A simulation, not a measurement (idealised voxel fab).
You're looking at the process module voxel local oxidation.
It is cross-section cut that appears here, measuring 270 nm in width, its square cells being 5 nm in size.
Cross-section spec: square-cell grid; bands listed top down; each band is one or more rows. Quick guide to a band line: top height, bottom height (nm) up front; then every material left to right with its width in nm. Only one material and it's marked "edge to edge"? Then it fills the band edge to edge. And "blank" just means empty space. Measure heights from 0. That's the level where, below it, the as-received wafer is all one material. The lowest band is bottomless and extends downward; write it as in "0 down". With a width like "30 to 40", each row of cells in the band differs from the next by the same amount, the top row carrying the first number and the bottom row the second. Step marked "no modification"? Then no cell in the cross-section changed in it. Listed in "Enclosed void entries": every empty space of 8 or more cells without an open way to the top. Form: width x height at distance, the distance being from the left edge, all in nm. On each step's line, the part that comes after the settings is the simulator's own comment on the step. overlay nm: right-of-plan distance of the mask on a masked step; negative values mean left-of-plan.

The planned process steps are enumerated hereunder
| 1 | op RECEIVE | material Si |
| 2 | op OXIDIZE | depth nm 5 |
| 3 | op CONFORMAL_DEP | material SiN | thk nm 10 |
| 4 | op DIRECTIONAL_DEP | material aC | thk nm 15 |
| 5 | op PATTERN | tone cover | mask id ACTIVE | material resist | width nm 120 | thk nm 30 | overlay nm 0 |
| 6 | op DIRECTIONAL_ETCH | etch materials aC | depth nm 15 |
| 7 | op STRIP | etch materials resist |
| 8 | op DIRECTIONAL_ETCH | etch materials SiN | depth nm 10 |
| 9 | op STRIP | etch materials aC |
| 10 | op SELECTIVE_ETCH | etch materials SiO2 | depth nm 5 |
| 11 | op OXIDIZE | depth nm 10 |
| 12 | op STRIP | etch materials SiN |

Cross-section of the wafer upon arrival, representing the state reached after step 1
- 0 down = Si edge to edge
- Enclosed void entries: none

Cross-sectional result after module completion. Note: starting condition and plan are unchanged from above; one processing mistake was made
- -5 to -15 = blank 90; Si 90; blank 90
- -15 down = Si edge to edge
- Enclosed void entries: none
What went wrong in running the wafer? contrary to plan, step 12 was performed as op STRIP | etch materials SiO2
